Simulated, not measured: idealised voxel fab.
Name of the process module below: voxel wiring stack
Cross-section cut: width 190 nm, square cells of 5 nm.
Cross-section spec: square-cell grid; bands listed top down; each band is one or more rows.
Each band's line starts with the height of the band's top and of its bottom, in nm. Then come its materials from left to right, each with its width in nm. One material with "throughout" fills the band from edge to edge. "empty" is empty space.
Height 0 is the level under which the wafer as received is all one material. The lowest band goes on downwards, as in "top 0, no bottom".
When a width is written as two numbers, as in "30->40", the first number is the width in the top row of cells of the band and the second is the width in its bottom row, and the width changes by the same amount from each row to the next.
Any step labelled "everything unchanged" changed none of the cells in the cross-section.
Entry "Enclosed cavities". Content: empty spaces with no open connection to the top, size 8 cells or greater. Each: width x height at distance. Distance: from left edge. Unit: nm.
Whatever follows a step's settings on its line is a remark the simulator itself makes about that step.
A step's line can hold "overlay nm"; with a mask on that step, the setting says how far right of the planned place the mask lay, while a negative setting says it lay to the left.

STEPS IN THE PROCESS PLAN
1 RECEIVE with material Si
2 CONFORMAL_DEP with material SiO2, thk nm 10
3 CONFORMAL_DEP with material SiCN, thk nm 5
4 DIRECTIONAL_DEP with material SiO2, thk nm 25
5 MASKED_ETCH with tone open, mask id METAL_1, width nm 30, pitch nm 55, etch materials SiO2, depth nm 25, overlay nm 0
6 MASKED_ETCH with tone open, mask id METAL_1, width nm 30, pitch nm 55, etch materials SiCN, depth nm 5, overlay nm 0
7 CONFORMAL_DEP with material TiN, thk nm 5
8 FILL_DEP with material Cu, thk nm 10
9 CMP with height nm 40
10 EPI with material Ru, thk nm 5
11 FILL_DEP with material SiCN, thk nm 5
12 DIRECTIONAL_DEP with material lowk, thk nm 10
13 MASKED_ETCH with tone open, mask id PLUG_1, width nm 15, pitch nm 55, etch materials lowk, depth nm 10, overlay nm 0
14 MASKED_ETCH with tone open, mask id PLUG_1, width nm 15, pitch nm 55, etch materials SiCN, depth nm 5, overlay nm 0
15 EPI with material Ru, thk nm 10
16 EPI with material Ru, thk nm 5
17 DIRECTIONAL_DEP with material TiN, thk nm 5
18 DIRECTIONAL_DEP with material W, thk nm 25
19 PATTERN with tone cover, mask id METAL_2, material resist, width nm 30, pitch nm 55, thk nm 20, overlay nm 0
20 DIRECTIONAL_ETCH with etch materials W, depth nm 25
21 DIRECTIONAL_ETCH with etch materials TiN, depth nm 5
22 STRIP with etch materials resist
23 CONFORMAL_DEP with material SiCN, thk nm 5
24 FILL_DEP with material lowk, thk nm 5
25 CMP with height nm 90
26 CONFORMAL_DEP with material SiCN, thk nm 5
27 DIRECTIONAL_DEP with material lowk, thk nm 15
28 DIRECTIONAL_DEP with material aC, thk nm 15
29 PATTERN with tone open, mask id PLUG_2, material resist, width nm 15, thk nm 30, overlay nm 0
30 DIRECTIONAL_ETCH with etch materials aC, depth nm 15
31 STRIP with etch materials resist
32 DIRECTIONAL_ETCH with etch materials lowk, depth nm 15
33 DIRECTIONAL_ETCH with etch materials SiCN, depth nm 5
34 STRIP with etch materials aC
35 EPI with material Ru, thk nm 10
36 EPI with material Ru, thk nm 10
37 DIRECTIONAL_DEP with material TiN, thk nm 5
38 DIRECTIONAL_DEP with material Ru, thk nm 15
39 DIRECTIONAL_DEP with material aC, thk nm 15
40 PATTERN with tone cover, mask id METAL_3, material resist, width nm 30, pitch nm 55, thk nm 30, overlay nm 0
41 DIRECTIONAL_ETCH with etch materials aC, depth nm 15
42 STRIP with etch materials resist
43 DIRECTIONAL_ETCH with etch materials Ru, depth nm 15
44 DIRECTIONAL_ETCH with etch materials TiN, depth nm 5
45 STRIP with etch materials aC
46 CONFORMAL_DEP with material SiN, thk nm 5
47 FILL_DEP with material SiO2, thk nm 10
48 CMP with height nm 130
49 CONFORMAL_DEP with material SiN, thk nm 5

AS-RECEIVED WAFER CROSS-SECTION (AFTER STEP 1)
    top 0, no bottom = Si throughout
    Enclosed cavities: none

FINAL WAFER PROFILE IN CROSS-SECTION AFTER THE MODULE, FROM THE SAME START AND PLAN AS ABOVE, WITH ONE MISTAKE MADE DURING PROCESSING
    top 135, bottom 130 = SiN throughout
    top 130, bottom 115 = 60 of SiO2  5 of SiN  15 of Ru  5 of SiN  15 of SiO2  5 of SiN  30 of Ru  5 of SiN  50 of SiO2
    top 115, bottom 110 = 65 of SiN  15 of TiN  25 of SiN  30 of TiN  55 of SiN
    top 110, bottom 95 = 50 of lowk  15 of Ru  125 of lowk
    top 95, bottom 90 = 50 of SiCN  15 of TiN  125 of SiCN
    top 90, bottom 65 = SiN throughout
    top 65, bottom 60 = TiN throughout
    top 60, bottom 50 = 50 of lowk  15 of Ru  40 of lowk  15 of Ru  70 of lowk
    top 50, bottom 40 = 50->45 of SiCN  15->40 of Ru  40->15 of SiCN  15->40 of Ru  70->50 of SiCN
    top 40, bottom 15 = 50 of SiO2  5 of TiN  20 of Cu  5 of TiN  25 of SiO2  5 of TiN  20 of Cu  5 of TiN  55 of SiO2
    top 15, bottom 10 = 50 of SiCN  30 of TiN  25 of SiCN  30 of TiN  55 of SiCN
    top 10, bottom 0 = SiO2 throughout
    top 0, no bottom = Si throughout
    Enclosed cavities: none
Deviation noted in wafer processing: contrary to plan, step 18 was performed as DIRECTIONAL_DEP with material SiN, thk nm 25
